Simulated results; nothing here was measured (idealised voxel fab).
You're looking at the process module voxel self aligned contacts.
This is section cut - it's 270 nm across, gridded in 5 nm square cells.
When this document writes out a cross-section, it uses a grid of square cells and lists it as bands, beginning at the top and moving down, with a band standing for one or more rows of cells. Band entry format. Leading values: height of top, height of bottom, nm. Remainder: materials in left-to-right order, each with its width in nm. Special words: "everywhere" on a single material, which then fills the band edge to edge; "air", empty space. Zero point of the height axis is 0; under it, received wafer = one material. Lowest band: continues down indefinitely, "from 0 down". When a width is written as two numbers, as in "30->40", the first number is the width in the top row of cells of the band and the second is the width in its bottom row, and the width changes by the same amount from each row to the next. Where a step carries "stayed the same", the cross-section came out of it unchanged, cell for cell. "Sealed void list" lists enclosed empty spaces (at least 8 cells, no open path upward to the top), each as width x height at distance from the left edge, in nm. Whatever follows a step's settings on its line is a remark the simulator itself makes about that step. Regarding "overlay nm": on a step with a mask, it is the distance the mask lay to the right of its planned place; a negative value places it to the left.

So here's the lineup of process steps we planned
1,RECEIVE: material Si
2,CONFORMAL_DEP: material SiO2, thk nm 5
3,DIRECTIONAL_DEP: material polySi, thk nm 20
4,DIRECTIONAL_DEP: material SiN, thk nm 20
5,DIRECTIONAL_DEP: material aC, thk nm 15
6,PATTERN: tone cover, mask id GATE, material resist, width nm 25, pitch nm 65, thk nm 30, overlay nm 0
7,DIRECTIONAL_ETCH: etch materials aC, depth nm 15
8,STRIP: etch materials resist
9,DIRECTIONAL_ETCH: etch materials SiN, depth nm 20
10,DIRECTIONAL_ETCH: etch materials polySi, depth nm 20
11,STRIP: etch materials aC
12,CONFORMAL_DEP: material SiN, thk nm 10
13,DIRECTIONAL_ETCH: etch materials SiN, depth nm 10
14,FILL_DEP: material SiO2, thk nm 15
15,CMP: height nm 55
16,MASKED_ETCH: tone open, mask id CONTACT, width nm 50, pitch nm 65, etch materials SiO2, depth nm 55, overlay nm 0
17,CONFORMAL_DEP: material TiN, thk nm 5
18,FILL_DEP: material W, thk nm 5
19,CMP: height nm 55
20,CONFORMAL_DEP: material SiCN, thk nm 5

The first of a set of two wafers, run to plan

Wafer as received: cross-section following step 1
- from 0 down | Si everywhere
- Sealed void list: none

Cross-sectional representation of the wafer at the conclusion of step 2
- from 5 to 0 | SiO2 everywhere
- At heights below 0, the structure remains unaltered.

Cross-sectional representation of the wafer at the conclusion of step 3
- from 25 to 5 | polySi everywhere
- At heights below 5, the structure remains unaltered.

Cross-sectional representation of the wafer at the conclusion of step 4
- from 45 to 25 | SiN everywhere
- At heights below 25, the structure remains unaltered.

Cross-sectional representation of the wafer at the conclusion of step 5
- from 60 to 45 | aC everywhere
- At heights below 45, the structure remains unaltered.

Cross-sectional representation of the wafer at the conclusion of step 6
- from 90 to 60 | 55 nm air  25 nm resist  40 nm air  25 nm resist  40 nm air  25 nm resist  60 nm air
- At heights below 60, the structure remains unaltered.

Cross-sectional representation of the wafer at the conclusion of step 7
- from 75 to 60 | 55 nm air  25 nm resist  40 nm air  25 nm resist  40 nm air  25 nm resist  60 nm air
- from 60 to 45 | 55 nm air  25 nm aC  40 nm air  25 nm aC  40 nm air  25 nm aC  60 nm air
- At heights below 45, the structure remains unaltered.

Cross-sectional representation of the wafer at the conclusion of step 8
- from 60 to 45 | 55 nm air  25 nm aC  40 nm air  25 nm aC  40 nm air  25 nm aC  60 nm air
- At heights below 45, the structure remains unaltered.

Cross-sectional representation of the wafer at the conclusion of step 9
- from 60 to 45 | 55 nm air  25 nm aC  40 nm air  25 nm aC  40 nm air  25 nm aC  60 nm air
- from 45 to 25 | 55 nm air  25 nm SiN  40 nm air  25 nm SiN  40 nm air  25 nm SiN  60 nm air
- At heights below 25, the structure remains unaltered.

Cross-sectional representation of the wafer at the conclusion of step 10
- from 60 to 45 | 55 nm air  25 nm aC  40 nm air  25 nm aC  40 nm air  25 nm aC  60 nm air
- from 45 to 25 | 55 nm air  25 nm SiN  40 nm air  25 nm SiN  40 nm air  25 nm SiN  60 nm air
- from 25 to 5 | 55 nm air  25 nm polySi  40 nm air  25 nm polySi  40 nm air  25 nm polySi  60 nm air
- At heights below 5, the structure remains unaltered.

Cross-sectional representation of the wafer at the conclusion of step 11
- from 45 to 25 | 55 nm air  25 nm SiN  40 nm air  25 nm SiN  40 nm air  25 nm SiN  60 nm air
- At heights below 25, the structure remains unaltered.

Cross-sectional representation of the wafer at the conclusion of step 12
- from 55 to 25 | 45 nm air  45 nm SiN  20 nm air  45 nm SiN  20 nm air  45 nm SiN  50 nm air
- from 25 to 15 | 45 nm air  10 nm SiN  25 nm polySi  10 nm SiN  20 nm air  10 nm SiN  25 nm polySi  10 nm SiN  20 nm air  10 nm SiN  25 nm polySi  10 nm SiN  50 nm air
- from 15 to 5 | 55 nm SiN  25 nm polySi  40 nm SiN  25 nm polySi  40 nm SiN  25 nm polySi  60 nm SiN
- At heights below 5, the structure remains unaltered.

Cross-sectional representation of the wafer at the conclusion of step 13
- from 45 to 25 | 45 nm air  45 nm SiN  20 nm air  45 nm SiN  20 nm air  45 nm SiN  50 nm air
- from 25 to 5 | 45 nm air  10 nm SiN  25 nm polySi  10 nm SiN  20 nm air  10 nm SiN  25 nm polySi  10 nm SiN  20 nm air  10 nm SiN  25 nm polySi  10 nm SiN  50 nm air
- At heights below 5, the structure remains unaltered.

Cross-sectional representation of the wafer at the conclusion of step 14
- from 60 to 45 | SiO2 everywhere
- from 45 to 25 | 45 nm SiO2  45 nm SiN  20 nm SiO2  45 nm SiN  20 nm SiO2  45 nm SiN  50 nm SiO2
- from 25 to 5 | 45 nm SiO2  10 nm SiN  25 nm polySi  10 nm SiN  20 nm SiO2  10 nm SiN  25 nm polySi  10 nm SiN  20 nm SiO2  10 nm SiN  25 nm polySi  10 nm SiN  50 nm SiO2
- At heights below 5, the structure remains unaltered.

Cross-sectional representation of the wafer at the conclusion of step 15
- from 55 to 45 | SiO2 everywhere
- At heights below 45, the structure remains unaltered.

Cross-sectional representation of the wafer at the conclusion of step 16
- from 55 to 45 | 75 nm SiO2  50 nm air  15 nm SiO2  50 nm air  80 nm SiO2
- from 45 to 25 | 45 nm SiO2  45 nm SiN  20 nm air  45 nm SiN  20 nm air  45 nm SiN  50 nm SiO2
- from 25 to 5 | 45 nm SiO2  10 nm SiN  25 nm polySi  10 nm SiN  20 nm air  10 nm SiN  25 nm polySi  10 nm SiN  20 nm air  10 nm SiN  25 nm polySi  10 nm SiN  50 nm SiO2
- from 5 to 0 | 90 nm SiO2  20 nm air  45 nm SiO2  20 nm air  95 nm SiO2
- At heights below 0, the structure remains unaltered.

Cross-sectional representation of the wafer at the conclusion of step 17
- from 60 to 55 | 80 nm TiN  40 nm air  25 nm TiN  40 nm air  85 nm TiN
- from 55 to 45 | 75 nm SiO2  5->20 nm TiN  40->10 nm air  5->20 nm TiN  15 nm SiO2  5->20 nm TiN  40->10 nm air  5->20 nm TiN  80 nm SiO2
- from 45 to 25 | 45 nm SiO2  45 nm SiN  5 nm TiN  10 nm air  5 nm TiN  45 nm SiN  5 nm TiN  10 nm air  5 nm TiN  45 nm SiN  50 nm SiO2
- from 25 to 5 | 45 nm SiO2  10 nm SiN  25 nm polySi  10 nm SiN  5 nm TiN  10 nm air  5 nm TiN  10 nm SiN  25 nm polySi  10 nm SiN  5 nm TiN  10 nm air  5 nm TiN  10 nm SiN  25 nm polySi  10 nm SiN  50 nm SiO2
- from 5 to 0 | 90 nm SiO2  20 nm TiN  45 nm SiO2  20 nm TiN  95 nm SiO2
- At heights below 0, the structure remains unaltered.

Cross-sectional representation of the wafer at the conclusion of step 18
- from 65 to 60 | W everywhere
- from 60 to 55 | 80 nm TiN  40 nm W  25 nm TiN  40 nm W  85 nm TiN
- from 55 to 45 | 75 nm SiO2  5->20 nm TiN  40->10 nm W  5->20 nm TiN  15 nm SiO2  5->20 nm TiN  40->10 nm W  5->20 nm TiN  80 nm SiO2
- from 45 to 25 | 45 nm SiO2  45 nm SiN  5 nm TiN  10 nm W  5 nm TiN  45 nm SiN  5 nm TiN  10 nm W  5 nm TiN  45 nm SiN  50 nm SiO2
- from 25 to 5 | 45 nm SiO2  10 nm SiN  25 nm polySi  10 nm SiN  5 nm TiN  10 nm W  5 nm TiN  10 nm SiN  25 nm polySi  10 nm SiN  5 nm TiN  10 nm W  5 nm TiN  10 nm SiN  25 nm polySi  10 nm SiN  50 nm SiO2
- At heights below 5, the structure remains unaltered.

Cross-sectional representation of the wafer at the conclusion of step 19
- from 55 to 45 | 75 nm SiO2  5->20 nm TiN  40->10 nm W  5->20 nm TiN  15 nm SiO2  5->20 nm TiN  40->10 nm W  5->20 nm TiN  80 nm SiO2
- At heights below 45, the structure remains unaltered.

Cross-sectional representation of the wafer at the conclusion of step 20
- from 60 to 55 | SiCN everywhere
- At heights below 55, the structure remains unaltered.

Wafer two. Same start, same plan, one slip in execution. Same as wafer one through step 9, inclusive

Look at the second wafer in cross-section at the time step 10 ought to have finished
- from 60 to 45 | 55 nm air  25 nm aC  40 nm air  25 nm aC  40 nm air  25 nm aC  60 nm air
- from 45 to 25 | 55 nm air  25 nm SiN  40 nm air  25 nm SiN  40 nm air  25 nm SiN  60 nm air
- from 25 to 10 | 55 nm air  25 nm polySi  40 nm air  25 nm polySi  40 nm air  25 nm polySi  60 nm air
- At heights below 10, the structure remains unaltered.

Look at the second wafer in cross-section at the time step 11 ought to have finished
- from 45 to 25 | 55 nm air  25 nm SiN  40 nm air  25 nm SiN  40 nm air  25 nm SiN  60 nm air
- At heights below 25, the structure remains unaltered.

Look at the second wafer in cross-section at the time step 12 ought to have finished
- from 55 to 25 | 45 nm air  45 nm SiN  20 nm air  45 nm SiN  20 nm air  45 nm SiN  50 nm air
- from 25 to 20 | 45 nm air  10 nm SiN  25 nm polySi  10 nm SiN  20 nm air  10 nm SiN  25 nm polySi  10 nm SiN  20 nm air  10 nm SiN  25 nm polySi  10 nm SiN  50 nm air
- from 20 to 10 | 55 nm SiN  25 nm polySi  40 nm SiN  25 nm polySi  40 nm SiN  25 nm polySi  60 nm SiN
- At heights below 10, the structure remains unaltered.

Look at the second wafer in cross-section at the time step 13 ought to have finished
- from 45 to 25 | 45 nm air  45 nm SiN  20 nm air  45 nm SiN  20 nm air  45 nm SiN  50 nm air
- from 25 to 10 | 45 nm air  10 nm SiN  25 nm polySi  10 nm SiN  20 nm air  10 nm SiN  25 nm polySi  10 nm SiN  20 nm air  10 nm SiN  25 nm polySi  10 nm SiN  50 nm air
- At heights below 10, the structure remains unaltered.

Look at the second wafer in cross-section at the time step 14 ought to have finished
- from 60 to 45 | SiO2 everywhere
- from 45 to 25 | 45 nm SiO2  45 nm SiN  20 nm SiO2  45 nm SiN  20 nm SiO2  45 nm SiN  50 nm SiO2
- from 25 to 10 | 45 nm SiO2  10 nm SiN  25 nm polySi  10 nm SiN  20 nm SiO2  10 nm SiN  25 nm polySi  10 nm SiN  20 nm SiO2  10 nm SiN  25 nm polySi  10 nm SiN  50 nm SiO2
- At heights below 10, the structure remains unaltered.

Look at the second wafer in cross-section at the time step 15 ought to have finished
- from 55 to 45 | SiO2 everywhere
- At heights below 45, the structure remains unaltered.

Look at the second wafer in cross-section at the time step 16 ought to have finished
- from 55 to 45 | 75 nm SiO2  50 nm air  15 nm SiO2  50 nm air  80 nm SiO2
- from 45 to 25 | 45 nm SiO2  45 nm SiN  20 nm air  45 nm SiN  20 nm air  45 nm SiN  50 nm SiO2
- from 25 to 10 | 45 nm SiO2  10 nm SiN  25 nm polySi  10 nm SiN  20 nm air  10 nm SiN  25 nm polySi  10 nm SiN  20 nm air  10 nm SiN  25 nm polySi  10 nm SiN  50 nm SiO2
- At heights below 10, the structure remains unaltered.

Look at the second wafer in cross-section at the time step 17 ought to have finished
- from 60 to 55 | 80 nm TiN  40 nm air  25 nm TiN  40 nm air  85 nm TiN
- from 55 to 45 | 75 nm SiO2  5->20 nm TiN  40->10 nm air  5->20 nm TiN  15 nm SiO2  5->20 nm TiN  40->10 nm air  5->20 nm TiN  80 nm SiO2
- from 45 to 25 | 45 nm SiO2  45 nm SiN  5 nm TiN  10 nm air  5 nm TiN  45 nm SiN  5 nm TiN  10 nm air  5 nm TiN  45 nm SiN  50 nm SiO2
- from 25 to 15 | 45 nm SiO2  10 nm SiN  25 nm polySi  10 nm SiN  5 nm TiN  10 nm air  5 nm TiN  10 nm SiN  25 nm polySi  10 nm SiN  5 nm TiN  10 nm air  5 nm TiN  10 nm SiN  25 nm polySi  10 nm SiN  50 nm SiO2
- from 15 to 10 | 45 nm SiO2  10 nm SiN  25 nm polySi  10 nm SiN  20 nm TiN  10 nm SiN  25 nm polySi  10 nm SiN  20 nm TiN  10 nm SiN  25 nm polySi  10 nm SiN  50 nm SiO2
- At heights below 10, the structure remains unaltered.

Look at the second wafer in cross-section at the time step 18 ought to have finished
- from 65 to 60 | W everywhere
- from 60 to 55 | 80 nm TiN  40 nm W  25 nm TiN  40 nm W  85 nm TiN
- from 55 to 45 | 75 nm SiO2  5->20 nm TiN  40->10 nm W  5->20 nm TiN  15 nm SiO2  5->20 nm TiN  40->10 nm W  5->20 nm TiN  80 nm SiO2
- from 45 to 25 | 45 nm SiO2  45 nm SiN  5 nm TiN  10 nm W  5 nm TiN  45 nm SiN  5 nm TiN  10 nm W  5 nm TiN  45 nm SiN  50 nm SiO2
- from 25 to 15 | 45 nm SiO2  10 nm SiN  25 nm polySi  10 nm SiN  5 nm TiN  10 nm W  5 nm TiN  10 nm SiN  25 nm polySi  10 nm SiN  5 nm TiN  10 nm W  5 nm TiN  10 nm SiN  25 nm polySi  10 nm SiN  50 nm SiO2
- At heights below 15, the structure remains unaltered.

Look at the second wafer in cross-section at the time step 19 ought to have finished
- from 55 to 45 | 75 nm SiO2  5->20 nm TiN  40->10 nm W  5->20 nm TiN  15 nm SiO2  5->20 nm TiN  40->10 nm W  5->20 nm TiN  80 nm SiO2
- At heights below 45, the structure remains unaltered.

Look at the second wafer in cross-section at the time step 20 ought to have finished
- from 60 to 55 | SiCN everywhere
- At heights below 55, the structure remains unaltered.
Nonconformance to the process plan: step 10 changed vs plan, executed as DIRECTIONAL_ETCH: etch materials polySi, depth nm 15
The second wafer ends with more or fewer cells of some materials than the first, per final count: 12 fewer of SiN | 11 fewer of SiO2 | 8 fewer of TiN | 8 fewer of W | 39 more of polySi
